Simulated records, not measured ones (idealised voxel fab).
process module | voxel transistor to metal
cross-section cut | 275 nm wide | cells 5 nm
A cross-section is a grid of square cells, given in bands from the top down. A band is one or more rows of cells.
Each band's line starts with the height of the band's top and of its bottom, in nm. Then come its materials from left to right, each with its width in nm. One material with "throughout" fills the band from edge to edge. "air" is empty space.
Height 0 is the level under which the wafer as received is all one material. The lowest band goes on downwards, as in "0 down".
A width such as "30 to 40" changes by the same amount from each row of cells to the next, from the band's top row to its bottom row.
"no change" after a step means that no cell of the cross-section changed.
closed voids: empty space of 8 cells or more with no open way to the top, each as width x height at its distance from the left edge, in nm
after a step's settings: what the simulator itself notes on the step
overlay nm, on a step with a mask: how far to the right of its planned place the mask lay; to the left if negative
plan
1 op RECEIVE | material Si
2 op CONFORMAL_DEP | material SiO2 | thk nm 5
3 op CONFORMAL_DEP | material SiN | thk nm 15
4 op MASKED_ETCH | tone cover | mask id ACTIVE | width nm 105 | pitch nm 130 | etch materials SiN | depth nm 15 | overlay nm 0
5 op MASKED_ETCH | tone cover | mask id ACTIVE | width nm 105 | pitch nm 130 | etch materials SiO2 | depth nm 5 | overlay nm -5
6 op MASKED_ETCH | tone cover | mask id ACTIVE | width nm 105 | pitch nm 130 | etch materials Si | depth nm 25 | overlay nm 0
7 op FILL_DEP | material SiO2 | thk nm 5
8 op CMP | height nm 20
9 op SELECTIVE_ETCH | etch materials SiO2 | depth nm 10
10 op STRIP | etch materials SiN
11 op SELECTIVE_ETCH | etch materials SiO2 | depth nm 5
12 op OXIDIZE | depth nm 5
13 op DIRECTIONAL_DEP | material polySi | thk nm 25
14 op DIRECTIONAL_DEP | material SiCN | thk nm 10
15 op PATTERN | tone cover | mask id GATE | material resist | width nm 25 | pitch nm 130 | thk nm 20 | overlay nm 0
16 op DIRECTIONAL_ETCH | etch materials SiCN | depth nm 20
17 op DIRECTIONAL_ETCH | etch materials polySi | depth nm 35
18 op STRIP | etch materials resist
19 op CONFORMAL_DEP | material SiN | thk nm 5
20 op DIRECTIONAL_ETCH | etch materials SiN | depth nm 5
21 op DIRECTIONAL_ETCH | etch materials SiO2 | depth nm 5
22 op DIRECTIONAL_ETCH | etch materials Si | depth nm 5
23 op EPI | material nSi | thk nm 10
24 op FILL_DEP | material SiO2 | thk nm 10
25 op CMP | height nm 25
26 op STRIP | etch materials polySi
27 op SELECTIVE_ETCH | etch materials SiO2 | depth nm 5
28 op CONFORMAL_DEP | material HfO2 | thk nm 5
29 op CONFORMAL_DEP | material TiN | thk nm 5
30 op FILL_DEP | material W | thk nm 5
31 op CMP | height nm 20
32 op DIRECTIONAL_DEP | material SiO2 | thk nm 10
33 op PATTERN | tone open | mask id CONTACT | material resist | width nm 15 | thk nm 15 | overlay nm 0
34 op DIRECTIONAL_ETCH | etch materials SiO2 | depth nm 30
35 op STRIP | etch materials resist
36 op CONFORMAL_DEP | material TiN | thk nm 5
37 op FILL_DEP | material W | thk nm 5
38 op CMP | height nm 30
39 op CONFORMAL_DEP | material SiCN | thk nm 5
40 op DIRECTIONAL_DEP | material SiO2 | thk nm 15
41 op DIRECTIONAL_DEP | material aC | thk nm 15
42 op PATTERN | tone open | mask id METAL_1 | material resist | width nm 15 | thk nm 35 | overlay nm 0
43 op DIRECTIONAL_ETCH | etch materials aC | depth nm 15
44 op STRIP | etch materials resist
45 op DIRECTIONAL_ETCH | etch materials SiO2 | depth nm 15
46 op DIRECTIONAL_ETCH | etch materials SiCN | depth nm 5
47 op STRIP | etch materials aC
48 op CONFORMAL_DEP | material TiN | thk nm 5
49 op FILL_DEP | material W | thk nm 5
50 op CMP | height nm 50
51 op EPI | material Ru | thk nm 5
52 op FILL_DEP | material SiCN | thk nm 5
varied across the wafers: overlay nm of step 5. The plan shows the first wafer's value. All wafers start alike
first wafer as received, after step 1
  0 down: Si throughout
  closed voids: none
each wafer at the end: cells of each material gained (+) or lost (-) since it was received, then its closed voids
overlay nm -5 | +30 HfO2 | +20 Ru | -127 Si | +133 SiCN | +20 SiN | +372 SiO2 | +106 TiN | +38 W | +68 nSi | closed voids: none
overlay nm 0 | +30 HfO2 | +20 Ru | -135 Si | +133 SiCN | +20 SiN | +384 SiO2 | +106 TiN | +38 W | +64 nSi | closed voids: none
overlay nm 5 | +30 HfO2 | +20 Ru | -127 Si | +133 SiCN | +20 SiN | +372 SiO2 | +106 TiN | +38 W | +68 nSi | closed voids: none
